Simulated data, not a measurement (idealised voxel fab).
The document below concerns the process module designated voxel wiring stack.
Square cell edge 5 nm, section width 220 nm, ID cut.
A cross-section is a grid of square cells, given in bands from the top down. A band is one or more rows of cells. Top, bottom (nm), then materials left to right with widths (nm); lone material tagged "full width" fills the whole band edge to edge; "air" = empty space. The reference from which all heights are counted is 0, the level beneath which the as-received wafer is entirely one material; the lowest band, having no lower bound, proceeds downward and is written after the example "0 and below". The two numbers in a width such as "30 to 40" mark its ends across the band: the first belongs to the top row of cells, the second to the bottom row, and from each row to the next the width moves by the same amount. Given "nothing was modified" for a step, no cell of the cross-section differs between before and after that step. "Cavities, closed" means: voids of 8 cells or more that are shut off from the top with no open way through. Written width x height at distance, distance from the left edge, in nm. Where a step's line continues beyond its settings, the continuation is a remark by the simulator itself on that step. overlay nm: mask offset rightward from planned place, masked step; negative means leftward offset.
Process steps (planned)
1 RECEIVE (material Si)
2 CONFORMAL_DEP (material SiO2; thk nm 15)
3 CONFORMAL_DEP (material SiN; thk nm 5)
4 DIRECTIONAL_DEP (material SiO2; thk nm 15)
5 DIRECTIONAL_DEP (material aC; thk nm 15)
6 PATTERN (tone open; mask id METAL_1; material resist; width nm 30; pitch nm 45; thk nm 30; overlay nm 0)
7 DIRECTIONAL_ETCH (etch materials aC; depth nm 15)
8 STRIP (etch materials resist)
9 DIRECTIONAL_ETCH (etch materials SiO2; depth nm 15)
10 DIRECTIONAL_ETCH (etch materials SiN; depth nm 5)
11 STRIP (etch materials aC)
12 CONFORMAL_DEP (material TiN; thk nm 5)
13 FILL_DEP (material Cu; thk nm 5)
14 CMP (height nm 35)
15 EPI (material Ru; thk nm 5)
16 FILL_DEP (material SiCN; thk nm 5)
17 DIRECTIONAL_DEP (material SiO2; thk nm 30)
18 DIRECTIONAL_DEP (material aC; thk nm 10)
19 PATTERN (tone open; mask id METAL_2; material resist; width nm 30; pitch nm 45; thk nm 25; overlay nm 0)
20 DIRECTIONAL_ETCH (etch materials aC; depth nm 10)
21 STRIP (etch materials resist)
22 DIRECTIONAL_ETCH (etch materials SiO2; depth nm 20)
23 STRIP (etch materials aC)
24 DIRECTIONAL_DEP (material aC; thk nm 10)
25 PATTERN (tone open; mask id METAL_2_HOLES; material resist; width nm 15; pitch nm 45; thk nm 30; overlay nm 0)
26 DIRECTIONAL_ETCH (etch materials aC; depth nm 10)
27 STRIP (etch materials resist)
28 DIRECTIONAL_ETCH (etch materials SiO2; depth nm 10)
29 DIRECTIONAL_ETCH (etch materials SiCN; depth nm 5)
30 STRIP (etch materials aC)
31 CONFORMAL_DEP (material TiN; thk nm 5)
32 FILL_DEP (material Cu; thk nm 5)
33 CMP (height nm 75)
34 CONFORMAL_DEP (material SiCN; thk nm 5)
35 DIRECTIONAL_DEP (material lowk; thk nm 30)
36 DIRECTIONAL_DEP (material aC; thk nm 10)
37 PATTERN (tone open; mask id METAL_3_HOLES; material resist; width nm 15; pitch nm 90; thk nm 25; overlay nm 0)
38 DIRECTIONAL_ETCH (etch materials aC; depth nm 10)
39 STRIP (etch materials resist)
40 DIRECTIONAL_ETCH (etch materials lowk; depth nm 30)
41 STRIP (etch materials aC)
42 PATTERN (tone open; mask id METAL_3; material resist; width nm 30; pitch nm 45; thk nm 20; overlay nm 0)
43 DIRECTIONAL_ETCH (etch materials lowk; depth nm 20)
44 DIRECTIONAL_ETCH (etch materials SiCN; depth nm 5)
45 STRIP (etch materials resist)
46 CONFORMAL_DEP (material TiN; thk nm 5)
47 FILL_DEP (material Ru; thk nm 5)
48 CMP (height nm 110)
49 CONFORMAL_DEP (material SiCN; thk nm 5)
50 DIRECTIONAL_DEP (material lowk; thk nm 15)
51 DIRECTIONAL_DEP (material aC; thk nm 15)
52 PATTERN (tone open; mask id PLUG_3; material resist; width nm 15; pitch nm 45; thk nm 30; overlay nm 0)
53 DIRECTIONAL_ETCH (etch materials aC; depth nm 15)
54 STRIP (etch materials resist)
55 DIRECTIONAL_ETCH (etch materials lowk; depth nm 15)
56 DIRECTIONAL_ETCH (etch materials SiCN; depth nm 5)
57 STRIP (etch materials aC)
58 CONFORMAL_DEP (material TiN; thk nm 5)
59 FILL_DEP (material W; thk nm 5)
60 CMP (height nm 130)
61 DIRECTIONAL_DEP (material TiN; thk nm 5)
62 DIRECTIONAL_DEP (material W; thk nm 25)
63 PATTERN (tone cover; mask id METAL_4; material resist; width nm 30; pitch nm 45; thk nm 15; overlay nm 0)
64 DIRECTIONAL_ETCH (etch materials W; depth nm 25)
65 DIRECTIONAL_ETCH (etch materials TiN; depth nm 5)
66 STRIP (etch materials resist)
67 FILL_DEP (material SiO2; thk nm 10)
68 CMP (height nm 160)
69 CONFORMAL_DEP (material SiN; thk nm 5)
What follows covers the first of two wafers; it ran as planned
Cross-section of the incoming wafer, state after step 1
0 and below  Si full width
Cavities, closed: none
After step 2
15 down to 0  SiO2 full width
Note: structure below 0 unchanged.
After step 3
20 down to 15  SiN full width
Note: structure below 15 unchanged.
After step 4
35 down to 20  SiO2 full width
Note: structure below 20 unchanged.
After step 5
50 down to 35  aC full width
Note: structure below 35 unchanged.
After step 6
80 down to 50  resist: 25, then air: 30, then resist: 15, then air: 30, then resist: 15, then air: 30, then resist: 15, then air: 30, then resist: 30
Note: structure below 50 unchanged.
After step 7
65 down to 50  resist: 25, then air: 30, then resist: 15, then air: 30, then resist: 15, then air: 30, then resist: 15, then air: 30, then resist: 30
50 down to 35  aC: 25, then air: 30, then aC: 15, then air: 30, then aC: 15, then air: 30, then aC: 15, then air: 30, then aC: 30
Note: structure below 35 unchanged.
After step 8
50 down to 35  aC: 25, then air: 30, then aC: 15, then air: 30, then aC: 15, then air: 30, then aC: 15, then air: 30, then aC: 30
Note: structure below 35 unchanged.
After step 9
50 down to 35  aC: 25, then air: 30, then aC: 15, then air: 30, then aC: 15, then air: 30, then aC: 15, then air: 30, then aC: 30
35 down to 20  SiO2: 25, then air: 30, then SiO2: 15, then air: 30, then SiO2: 15, then air: 30, then SiO2: 15, then air: 30, then SiO2: 30
Note: structure below 20 unchanged.
After step 10
50 down to 35  aC: 25, then air: 30, then aC: 15, then air: 30, then aC: 15, then air: 30, then aC: 15, then air: 30, then aC: 30
35 down to 20  SiO2: 25, then air: 30, then SiO2: 15, then air: 30, then SiO2: 15, then air: 30, then SiO2: 15, then air: 30, then SiO2: 30
20 down to 15  SiN: 25, then air: 30, then SiN: 15, then air: 30, then SiN: 15, then air: 30, then SiN: 15, then air: 30, then SiN: 30
Note: structure below 15 unchanged.
After step 11
35 down to 20  SiO2: 25, then air: 30, then SiO2: 15, then air: 30, then SiO2: 15, then air: 30, then SiO2: 15, then air: 30, then SiO2: 30
Note: structure below 20 unchanged.
After step 12
40 down to 35  TiN: 30, then air: 20, then TiN: 25, then air: 20, then TiN: 25, then air: 20, then TiN: 25, then air: 20, then TiN: 35
35 down to 20  SiO2: 25, then TiN: 5, then air: 20, then TiN: 5, then SiO2: 15, then TiN: 5, then air: 20, then TiN: 5, then SiO2: 15, then TiN: 5, then air: 20, then TiN: 5, then SiO2: 15, then TiN: 5, then air: 20, then TiN: 5, then SiO2: 30
20 down to 15  SiN: 25, then TiN: 30, then SiN: 15, then TiN: 30, then SiN: 15, then TiN: 30, then SiN: 15, then TiN: 30, then SiN: 30
Note: structure below 15 unchanged.
After step 13
45 down to 40  Cu full width
40 down to 35  TiN: 30, then Cu: 20, then TiN: 25, then Cu: 20, then TiN: 25, then Cu: 20, then TiN: 25, then Cu: 20, then TiN: 35
35 down to 20  SiO2: 25, then TiN: 5, then Cu: 20, then TiN: 5, then SiO2: 15, then TiN: 5, then Cu: 20, then TiN: 5, then SiO2: 15, then TiN: 5, then Cu: 20, then TiN: 5, then SiO2: 15, then TiN: 5, then Cu: 20, then TiN: 5, then SiO2: 30
Note: structure below 20 unchanged.
After step 14
35 down to 20  SiO2: 25, then TiN: 5, then Cu: 20, then TiN: 5, then SiO2: 15, then TiN: 5, then Cu: 20, then TiN: 5, then SiO2: 15, then TiN: 5, then Cu: 20, then TiN: 5, then SiO2: 15, then TiN: 5, then Cu: 20, then TiN: 5, then SiO2: 30
Note: structure below 20 unchanged.
After step 15
40 down to 35  air: 20, then Ru: 40, then air: 5, then Ru: 40, then air: 5, then Ru: 40, then air: 5, then Ru: 40, then air: 25
Note: structure below 35 unchanged.
After step 16
45 down to 40  SiCN full width
40 down to 35  SiCN: 20, then Ru: 40, then SiCN: 5, then Ru: 40, then SiCN: 5, then Ru: 40, then SiCN: 5, then Ru: 40, then SiCN: 25
Note: structure below 35 unchanged.
After step 17
75 down to 45  SiO2 full width
Note: structure below 45 unchanged.
After step 18
85 down to 75  aC full width
Note: structure below 75 unchanged.
After step 19
110 down to 85  resist: 25, then air: 30, then resist: 15, then air: 30, then resist: 15, then air: 30, then resist: 15, then air: 30, then resist: 30
Note: structure below 85 unchanged.
After step 20
100 down to 85  resist: 25, then air: 30, then resist: 15, then air: 30, then resist: 15, then air: 30, then resist: 15, then air: 30, then resist: 30
85 down to 75  aC: 25, then air: 30, then aC: 15, then air: 30, then aC: 15, then air: 30, then aC: 15, then air: 30, then aC: 30
Note: structure below 75 unchanged.
After step 21
85 down to 75  aC: 25, then air: 30, then aC: 15, then air: 30, then aC: 15, then air: 30, then aC: 15, then air: 30, then aC: 30
Note: structure below 75 unchanged.
After step 22
85 down to 75  aC: 25, then air: 30, then aC: 15, then air: 30, then aC: 15, then air: 30, then aC: 15, then air: 30, then aC: 30
75 down to 55  SiO2: 25, then air: 30, then SiO2: 15, then air: 30, then SiO2: 15, then air: 30, then SiO2: 15, then air: 30, then SiO2: 30
Note: structure below 55 unchanged.
After step 23
75 down to 55  SiO2: 25, then air: 30, then SiO2: 15, then air: 30, then SiO2: 15, then air: 30, then SiO2: 15, then air: 30, then SiO2: 30
Note: structure below 55 unchanged.
After step 24
85 down to 75  aC: 25, then air: 30, then aC: 15, then air: 30, then aC: 15, then air: 30, then aC: 15, then air: 30, then aC: 30
75 down to 65  SiO2: 25, then air: 30, then SiO2: 15, then air: 30, then SiO2: 15, then air: 30, then SiO2: 15, then air: 30, then SiO2: 30
65 down to 55  SiO2: 25, then aC: 30, then SiO2: 15, then aC: 30, then SiO2: 15, then aC: 30, then SiO2: 15, then aC: 30, then SiO2: 30
Note: structure below 55 unchanged.
After step 25
115 down to 85  resist: 25, then air: 15, then resist: 30, then air: 15, then resist: 30, then air: 15, then resist: 30, then air: 15, then resist: 45
85 down to 75  aC: 25, then air: 15, then resist: 15, then aC: 15, then air: 15, then resist: 15, then aC: 15, then air: 15, then resist: 15, then aC: 15, then air: 15, then resist: 15, then aC: 30
75 down to 65  SiO2: 25, then air: 15, then resist: 15, then SiO2: 15, then air: 15, then resist: 15, then SiO2: 15, then air: 15, then resist: 15, then SiO2: 15, then air: 15, then resist: 15, then SiO2: 30
Note: structure below 65 unchanged.
After step 26
105 down to 85  resist: 25, then air: 15, then resist: 30, then air: 15, then resist: 30, then air: 15, then resist: 30, then air: 15, then resist: 45
85 down to 75  aC: 25, then air: 15, then resist: 15, then aC: 15, then air: 15, then resist: 15, then aC: 15, then air: 15, then resist: 15, then aC: 15, then air: 15, then resist: 15, then aC: 30
75 down to 65  SiO2: 25, then air: 15, then resist: 15, then SiO2: 15, then air: 15, then resist: 15, then SiO2: 15, then air: 15, then resist: 15, then SiO2: 15, then air: 15, then resist: 15, then SiO2: 30
65 down to 55  SiO2: 25, then air: 15, then aC: 15, then SiO2: 15, then air: 15, then aC: 15, then SiO2: 15, then air: 15, then aC: 15, then SiO2: 15, then air: 15, then aC: 15, then SiO2: 30
Note: structure below 55 unchanged.
After step 27
85 down to 75  aC: 25, then air: 30, then aC: 15, then air: 30, then aC: 15, then air: 30, then aC: 15, then air: 30, then aC: 30
75 down to 65  SiO2: 25, then air: 30, then SiO2: 15, then air: 30, then SiO2: 15, then air: 30, then SiO2: 15, then air: 30, then SiO2: 30
Note: structure below 65 unchanged.
After step 28
85 down to 75  aC: 25, then air: 30, then aC: 15, then air: 30, then aC: 15, then air: 30, then aC: 15, then air: 30, then aC: 30
75 down to 65  SiO2: 25, then air: 30, then SiO2: 15, then air: 30, then SiO2: 15, then air: 30, then SiO2: 15, then air: 30, then SiO2: 30
65 down to 55  SiO2: 25, then air: 15, then aC: 15, then SiO2: 15, then air: 15, then aC: 15, then SiO2: 15, then air: 15, then aC: 15, then SiO2: 15, then air: 15, then aC: 15, then SiO2: 30
55 down to 45  SiO2: 25, then air: 15, then SiO2: 30, then air: 15, then SiO2: 30, then air: 15, then SiO2: 30, then air: 15, then SiO2: 45
Note: structure below 45 unchanged.
After step 29
85 down to 75  aC: 25, then air: 30, then aC: 15, then air: 30, then aC: 15, then air: 30, then aC: 15, then air: 30, then aC: 30
75 down to 65  SiO2: 25, then air: 30, then SiO2: 15, then air: 30, then SiO2: 15, then air: 30, then SiO2: 15, then air: 30, then SiO2: 30
65 down to 55  SiO2: 25, then air: 15, then aC: 15, then SiO2: 15, then air: 15, then aC: 15, then SiO2: 15, then air: 15, then aC: 15, then SiO2: 15, then air: 15, then aC: 15, then SiO2: 30
55 down to 45  SiO2: 25, then air: 15, then SiO2: 30, then air: 15, then SiO2: 30, then air: 15, then SiO2: 30, then air: 15, then SiO2: 45
45 down to 40  SiCN: 25, then air: 15, then SiCN: 30, then air: 15, then SiCN: 30, then air: 15, then SiCN: 30, then air: 15, then SiCN: 45
Note: structure below 40 unchanged.
After step 30
75 down to 55  SiO2: 25, then air: 30, then SiO2: 15, then air: 30, then SiO2: 15, then air: 30, then SiO2: 15, then air: 30, then SiO2: 30
Note: structure below 55 unchanged.
After step 31
80 down to 75  TiN: 30, then air: 20, then TiN: 25, then air: 20, then TiN: 25, then air: 20, then TiN: 25, then air: 20, then TiN: 35
75 down to 60  SiO2: 25, then TiN: 5, then air: 20, then TiN: 5, then SiO2: 15, then TiN: 5, then air: 20, then TiN: 5, then SiO2: 15, then TiN: 5, then air: 20, then TiN: 5, then SiO2: 15, then TiN: 5, then air: 20, then TiN: 5, then SiO2: 30
60 down to 55  SiO2: 25, then TiN: 5, then air: 5, then TiN: 20, then SiO2: 15, then TiN: 5, then air: 5, then TiN: 20, then SiO2: 15, then TiN: 5, then air: 5, then TiN: 20, then SiO2: 15, then TiN: 5, then air: 5, then TiN: 20, then SiO2: 30
55 down to 45  SiO2: 25, then TiN: 5, then air: 5, then TiN: 5, then SiO2: 30, then TiN: 5, then air: 5, then TiN: 5, then SiO2: 30, then TiN: 5, then air: 5, then TiN: 5, then SiO2: 30, then TiN: 5, then air: 5, then TiN: 5, then SiO2: 45
45 down to 40  SiCN: 25, then TiN: 15, then SiCN: 30, then TiN: 15, then SiCN: 30, then TiN: 15, then SiCN: 30, then TiN: 15, then SiCN: 45
Note: structure below 40 unchanged.
After step 32
85 down to 80  Cu full width
80 down to 75  TiN: 30, then Cu: 20, then TiN: 25, then Cu: 20, then TiN: 25, then Cu: 20, then TiN: 25, then Cu: 20, then TiN: 35
75 down to 60  SiO2: 25, then TiN: 5, then Cu: 20, then TiN: 5, then SiO2: 15, then TiN: 5, then Cu: 20, then TiN: 5, then SiO2: 15, then TiN: 5, then Cu: 20, then TiN: 5, then SiO2: 15, then TiN: 5, then Cu: 20, then TiN: 5, then SiO2: 30
60 down to 55  SiO2: 25, then TiN: 5, then Cu: 5, then TiN: 20, then SiO2: 15, then TiN: 5, then Cu: 5, then TiN: 20, then SiO2: 15, then TiN: 5, then Cu: 5, then TiN: 20, then SiO2: 15, then TiN: 5, then Cu: 5, then TiN: 20, then SiO2: 30
55 down to 45  SiO2: 25, then TiN: 5, then Cu: 5, then TiN: 5, then SiO2: 30, then TiN: 5, then Cu: 5, then TiN: 5, then SiO2: 30, then TiN: 5, then Cu: 5, then TiN: 5, then SiO2: 30, then TiN: 5, then Cu: 5, then TiN: 5, then SiO2: 45
Note: structure below 45 unchanged.
After step 33
75 down to 60  SiO2: 25, then TiN: 5, then Cu: 20, then TiN: 5, then SiO2: 15, then TiN: 5, then Cu: 20, then TiN: 5, then SiO2: 15, then TiN: 5, then Cu: 20, then TiN: 5, then SiO2: 15, then TiN: 5, then Cu: 20, then TiN: 5, then SiO2: 30
Note: structure below 60 unchanged.
After step 34
80 down to 75  SiCN full width
Note: structure below 75 unchanged.
After step 35
110 down to 80  lowk full width
Note: structure below 80 unchanged.
After step 36
120 down to 110  aC full width
Note: structure below 110 unchanged.
After step 37
145 down to 120  resist: 25, then air: 15, then resist: 75, then air: 15, then resist: 90
Note: structure below 120 unchanged.
After step 38
135 down to 120  resist: 25, then air: 15, then resist: 75, then air: 15, then resist: 90
120 down to 110  aC: 25, then air: 15, then aC: 75, then air: 15, then aC: 90
Note: structure below 110 unchanged.
After step 39
120 down to 110  aC: 25, then air: 15, then aC: 75, then air: 15, then aC: 90
Note: structure below 110 unchanged.
After step 40
120 down to 110  aC: 25, then air: 15, then aC: 75, then air: 15, then aC: 90
110 down to 80  lowk: 25, then air: 15, then lowk: 75, then air: 15, then lowk: 90
Note: structure below 80 unchanged.
After step 41
110 down to 80  lowk: 25, then air: 15, then lowk: 75, then air: 15, then lowk: 90
Note: structure below 80 unchanged.
After step 42
130 down to 110  resist: 25, then air: 30, then resist: 15, then air: 30, then resist: 15, then air: 30, then resist: 15, then air: 30, then resist: 30
Note: structure below 110 unchanged.
After step 43
130 down to 110  resist: 25, then air: 30, then resist: 15, then air: 30, then resist: 15, then air: 30, then resist: 15, then air: 30, then resist: 30
110 down to 90  lowk: 25, then air: 30, then lowk: 15, then air: 30, then lowk: 15, then air: 30, then lowk: 15, then air: 30, then lowk: 30
Note: structure below 90 unchanged.
After step 44
130 down to 110  resist: 25, then air: 30, then resist: 15, then air: 30, then resist: 15, then air: 30, then resist: 15, then air: 30, then resist: 30
110 down to 90  lowk: 25, then air: 30, then lowk: 15, then air: 30, then lowk: 15, then air: 30, then lowk: 15, then air: 30, then lowk: 30
90 down to 80  lowk: 25, then air: 15, then lowk: 75, then air: 15, then lowk: 90
80 down to 75  SiCN: 25, then air: 15, then SiCN: 75, then air: 15, then SiCN: 90
Note: structure below 75 unchanged.
After step 45
110 down to 90  lowk: 25, then air: 30, then lowk: 15, then air: 30, then lowk: 15, then air: 30, then lowk: 15, then air: 30, then lowk: 30
Note: structure below 90 unchanged.
After step 46
115 down to 110  TiN: 30, then air: 20, then TiN: 25, then air: 20, then TiN: 25, then air: 20, then TiN: 25, then air: 20, then TiN: 35
110 down to 95  lowk: 25, then TiN: 5, then air: 20, then TiN: 5, then lowk: 15, then TiN: 5, then air: 20, then TiN: 5, then lowk: 15, then TiN: 5, then air: 20, then TiN: 5, then lowk: 15, then TiN: 5, then air: 20, then TiN: 5, then lowk: 30
95 down to 90  lowk: 25, then TiN: 5, then air: 5, then TiN: 20, then lowk: 15, then TiN: 30, then lowk: 15, then TiN: 5, then air: 5, then TiN: 20, then lowk: 15, then TiN: 30, then lowk: 30
90 down to 80  lowk: 25, then TiN: 5, then air: 5, then TiN: 5, then lowk: 75, then TiN: 5, then air: 5, then TiN: 5, then lowk: 90
80 down to 75  SiCN: 25, then TiN: 15, then SiCN: 75, then TiN: 15, then SiCN: 90
Note: structure below 75 unchanged.
After step 47
120 down to 115  Ru full width
115 down to 110  TiN: 30, then Ru: 20, then TiN: 25, then Ru: 20, then TiN: 25, then Ru: 20, then TiN: 25, then Ru: 20, then TiN: 35
110 down to 95  lowk: 25, then TiN: 5, then Ru: 20, then TiN: 5, then lowk: 15, then TiN: 5, then Ru: 20, then TiN: 5, then lowk: 15, then TiN: 5, then Ru: 20, then TiN: 5, then lowk: 15, then TiN: 5, then Ru: 20, then TiN: 5, then lowk: 30
95 down to 90  lowk: 25, then TiN: 5, then Ru: 5, then TiN: 20, then lowk: 15, then TiN: 30, then lowk: 15, then TiN: 5, then Ru: 5, then TiN: 20, then lowk: 15, then TiN: 30, then lowk: 30
90 down to 80  lowk: 25, then TiN: 5, then Ru: 5, then TiN: 5, then lowk: 75, then TiN: 5, then Ru: 5, then TiN: 5, then lowk: 90
Note: structure below 80 unchanged.
After step 48
110 down to 95  lowk: 25, then TiN: 5, then Ru: 20, then TiN: 5, then lowk: 15, then TiN: 5, then Ru: 20, then TiN: 5, then lowk: 15, then TiN: 5, then Ru: 20, then TiN: 5, then lowk: 15, then TiN: 5, then Ru: 20, then TiN: 5, then lowk: 30
Note: structure below 95 unchanged.
After step 49
115 down to 110  SiCN full width
Note: structure below 110 unchanged.
After step 50
130 down to 115  lowk full width
Note: structure below 115 unchanged.
After step 51
145 down to 130  aC full width
Note: structure below 130 unchanged.
After step 52
175 down to 145  resist: 25, then air: 15, then resist: 30, then air: 15, then resist: 30, then air: 15, then resist: 30, then air: 15, then resist: 45
Note: structure below 145 unchanged.
After step 53
160 down to 145  resist: 25, then air: 15, then resist: 30, then air: 15, then resist: 30, then air: 15, then resist: 30, then air: 15, then resist: 45
145 down to 130  aC: 25, then air: 15, then aC: 30, then air: 15, then aC: 30, then air: 15, then aC: 30, then air: 15, then aC: 45
Note: structure below 130 unchanged.
After step 54
145 down to 130  aC: 25, then air: 15, then aC: 30, then air: 15, then aC: 30, then air: 15, then aC: 30, then air: 15, then aC: 45
Note: structure below 130 unchanged.
After step 55
145 down to 130  aC: 25, then air: 15, then aC: 30, then air: 15, then aC: 30, then air: 15, then aC: 30, then air: 15, then aC: 45
130 down to 115  lowk: 25, then air: 15, then lowk: 30, then air: 15, then lowk: 30, then air: 15, then lowk: 30, then air: 15, then lowk: 45
Note: structure below 115 unchanged.
After step 56
145 down to 130  aC: 25, then air: 15, then aC: 30, then air: 15, then aC: 30, then air: 15, then aC: 30, then air: 15, then aC: 45
130 down to 115  lowk: 25, then air: 15, then lowk: 30, then air: 15, then lowk: 30, then air: 15, then lowk: 30, then air: 15, then lowk: 45
115 down to 110  SiCN: 25, then air: 15, then SiCN: 30, then air: 15, then SiCN: 30, then air: 15, then SiCN: 30, then air: 15, then SiCN: 45
Note: structure below 110 unchanged.
After step 57
130 down to 115  lowk: 25, then air: 15, then lowk: 30, then air: 15, then lowk: 30, then air: 15, then lowk: 30, then air: 15, then lowk: 45
Note: structure below 115 unchanged.
After step 58
135 down to 130  TiN: 30, then air: 5, then TiN: 40, then air: 5, then TiN: 40, then air: 5, then TiN: 40, then air: 5, then TiN: 50
130 down to 115  lowk: 25, then TiN: 5, then air: 5, then TiN: 5, then lowk: 30, then TiN: 5, then air: 5, then TiN: 5, then lowk: 30, then TiN: 5, then air: 5, then TiN: 5, then lowk: 30, then TiN: 5, then air: 5, then TiN: 5, then lowk: 45
115 down to 110  SiCN: 25, then TiN: 15, then SiCN: 30, then TiN: 15, then SiCN: 30, then TiN: 15, then SiCN: 30, then TiN: 15, then SiCN: 45
Note: structure below 110 unchanged.
After step 59
140 down to 135  W full width
135 down to 130  TiN: 30, then W: 5, then TiN: 40, then W: 5, then TiN: 40, then W: 5, then TiN: 40, then W: 5, then TiN: 50
130 down to 115  lowk: 25, then TiN: 5, then W: 5, then TiN: 5, then lowk: 30, then TiN: 5, then W: 5, then TiN: 5, then lowk: 30, then TiN: 5, then W: 5, then TiN: 5, then lowk: 30, then TiN: 5, then W: 5, then TiN: 5, then lowk: 45
Note: structure below 115 unchanged.
After step 60
130 down to 115  lowk: 25, then TiN: 5, then W: 5, then TiN: 5, then lowk: 30, then TiN: 5, then W: 5, then TiN: 5, then lowk: 30, then TiN: 5, then W: 5, then TiN: 5, then lowk: 30, then TiN: 5, then W: 5, then TiN: 5, then lowk: 45
Note: structure below 115 unchanged.
After step 61
135 down to 130  TiN full width
Note: structure below 130 unchanged.
After step 62
160 down to 135  W full width
Note: structure below 135 unchanged.
After step 63
175 down to 160  air: 25, then resist: 30, then air: 15, then resist: 30, then air: 15, then resist: 30, then air: 15, then resist: 30, then air: 30
Note: structure below 160 unchanged.
After step 64
175 down to 160  air: 25, then resist: 30, then air: 15, then resist: 30, then air: 15, then resist: 30, then air: 15, then resist: 30, then air: 30
160 down to 135  air: 25, then W: 30, then air: 15, then W: 30, then air: 15, then W: 30, then air: 15, then W: 30, then air: 30
Note: structure below 135 unchanged.
After step 65
175 down to 160  air: 25, then resist: 30, then air: 15, then resist: 30, then air: 15, then resist: 30, then air: 15, then resist: 30, then air: 30
160 down to 135  air: 25, then W: 30, then air: 15, then W: 30, then air: 15, then W: 30, then air: 15, then W: 30, then air: 30
135 down to 130  air: 25, then TiN: 30, then air: 15, then TiN: 30, then air: 15, then TiN: 30, then air: 15, then TiN: 30, then air: 30
Note: structure below 130 unchanged.
After step 66
160 down to 135  air: 25, then W: 30, then air: 15, then W: 30, then air: 15, then W: 30, then air: 15, then W: 30, then air: 30
Note: structure below 135 unchanged.
After step 67
170 down to 160  SiO2 full width
160 down to 135  SiO2: 25, then W: 30, then SiO2: 15, then W: 30, then SiO2: 15, then W: 30, then SiO2: 15, then W: 30, then SiO2: 30
135 down to 130  SiO2: 25, then TiN: 30, then SiO2: 15, then TiN: 30, then SiO2: 15, then TiN: 30, then SiO2: 15, then TiN: 30, then SiO2: 30
Note: structure below 130 unchanged.
After step 68
160 down to 135  SiO2: 25, then W: 30, then SiO2: 15, then W: 30, then SiO2: 15, then W: 30, then SiO2: 15, then W: 30, then SiO2: 30
Note: structure below 135 unchanged.
After step 69
165 down to 160  SiN full width
Note: structure below 160 unchanged.
Second wafer - shared start and plan with the first - one error in running - same as the first up to step 48 inclusive
Cross-section, second wafer, at the end time the plan gives for step 49
125 down to 110  lowk full width
Note: structure below 110 unchanged.
Cross-section, second wafer, at the end time the plan gives for step 50
130 down to 125  SiCN full width
Note: structure below 125 unchanged.
Cross-section, second wafer, at the end time the plan gives for step 51
145 down to 130  aC full width
Note: structure below 130 unchanged.
Cross-section, second wafer, at the end time the plan gives for step 52
175 down to 145  resist: 25, then air: 15, then resist: 30, then air: 15, then resist: 30, then air: 15, then resist: 30, then air: 15, then resist: 45
Note: structure below 145 unchanged.
Cross-section, second wafer, at the end time the plan gives for step 53
160 down to 145  resist: 25, then air: 15, then resist: 30, then air: 15, then resist: 30, then air: 15, then resist: 30, then air: 15, then resist: 45
145 down to 130  aC: 25, then air: 15, then aC: 30, then air: 15, then aC: 30, then air: 15, then aC: 30, then air: 15, then aC: 45
Note: structure below 130 unchanged.
Cross-section, second wafer, at the end time the plan gives for step 54
145 down to 130  aC: 25, then air: 15, then aC: 30, then air: 15, then aC: 30, then air: 15, then aC: 30, then air: 15, then aC: 45
Note: structure below 130 unchanged.
Cross-section, second wafer, at the end time the plan gives for step 55: nothing was modified
Cross-section, second wafer, at the end time the plan gives for step 56
145 down to 130  aC: 25, then air: 15, then aC: 30, then air: 15, then aC: 30, then air: 15, then aC: 30, then air: 15, then aC: 45
130 down to 125  SiCN: 25, then air: 15, then SiCN: 30, then air: 15, then SiCN: 30, then air: 15, then SiCN: 30, then air: 15, then SiCN: 45
Note: structure below 125 unchanged.
Cross-section, second wafer, at the end time the plan gives for step 57
130 down to 125  SiCN: 25, then air: 15, then SiCN: 30, then air: 15, then SiCN: 30, then air: 15, then SiCN: 30, then air: 15, then SiCN: 45
Note: structure below 125 unchanged.
Cross-section, second wafer, at the end time the plan gives for step 58
135 down to 130  TiN: 30, then air: 5, then TiN: 40, then air: 5, then TiN: 40, then air: 5, then TiN: 40, then air: 5, then TiN: 50
130 down to 125  SiCN: 25, then TiN: 15, then SiCN: 30, then TiN: 15, then SiCN: 30, then TiN: 15, then SiCN: 30, then TiN: 15, then SiCN: 45
Note: structure below 125 unchanged.
Cross-section, second wafer, at the end time the plan gives for step 59
140 down to 135  W full width
135 down to 130  TiN: 30, then W: 5, then TiN: 40, then W: 5, then TiN: 40, then W: 5, then TiN: 40, then W: 5, then TiN: 50
Note: structure below 130 unchanged.
Cross-section, second wafer, at the end time the plan gives for step 60
130 down to 125  SiCN: 25, then TiN: 15, then SiCN: 30, then TiN: 15, then SiCN: 30, then TiN: 15, then SiCN: 30, then TiN: 15, then SiCN: 45
Note: structure below 125 unchanged.
Cross-section, second wafer, at the end time the plan gives for step 61
135 down to 130  TiN full width
Note: structure below 130 unchanged.
Cross-section, second wafer, at the end time the plan gives for step 62
160 down to 135  W full width
Note: structure below 135 unchanged.
Cross-section, second wafer, at the end time the plan gives for step 63
175 down to 160  air: 25, then resist: 30, then air: 15, then resist: 30, then air: 15, then resist: 30, then air: 15, then resist: 30, then air: 30
Note: structure below 160 unchanged.
Cross-section, second wafer, at the end time the plan gives for step 64
175 down to 160  air: 25, then resist: 30, then air: 15, then resist: 30, then air: 15, then resist: 30, then air: 15, then resist: 30, then air: 30
160 down to 135  air: 25, then W: 30, then air: 15, then W: 30, then air: 15, then W: 30, then air: 15, then W: 30, then air: 30
Note: structure below 135 unchanged.
Cross-section, second wafer, at the end time the plan gives for step 65
175 down to 160  air: 25, then resist: 30, then air: 15, then resist: 30, then air: 15, then resist: 30, then air: 15, then resist: 30, then air: 30
160 down to 135  air: 25, then W: 30, then air: 15, then W: 30, then air: 15, then W: 30, then air: 15, then W: 30, then air: 30
135 down to 130  air: 25, then TiN: 30, then air: 15, then TiN: 30, then air: 15, then TiN: 30, then air: 15, then TiN: 30, then air: 30
Note: structure below 130 unchanged.
Cross-section, second wafer, at the end time the plan gives for step 66
160 down to 135  air: 25, then W: 30, then air: 15, then W: 30, then air: 15, then W: 30, then air: 15, then W: 30, then air: 30
Note: structure below 135 unchanged.
Cross-section, second wafer, at the end time the plan gives for step 67
170 down to 160  SiO2 full width
160 down to 135  SiO2: 25, then W: 30, then SiO2: 15, then W: 30, then SiO2: 15, then W: 30, then SiO2: 15, then W: 30, then SiO2: 30
135 down to 130  SiO2: 25, then TiN: 30, then SiO2: 15, then TiN: 30, then SiO2: 15, then TiN: 30, then SiO2: 15, then TiN: 30, then SiO2: 30
Note: structure below 130 unchanged.
Cross-section, second wafer, at the end time the plan gives for step 68
160 down to 135  SiO2: 25, then W: 30, then SiO2: 15, then W: 30, then SiO2: 15, then W: 30, then SiO2: 15, then W: 30, then SiO2: 30
Note: structure below 135 unchanged.
Cross-section, second wafer, at the end time the plan gives for step 69
165 down to 160  SiN full width
Note: structure below 160 unchanged.
What broke from the plan during processing? steps 49 and 50 of the plan were run in the wrong order, each in the other's place
Per the end-of-run cell counts, the second wafer holds more or fewer of some materials than the first: -24 TiN; -12 W; +36 lowk
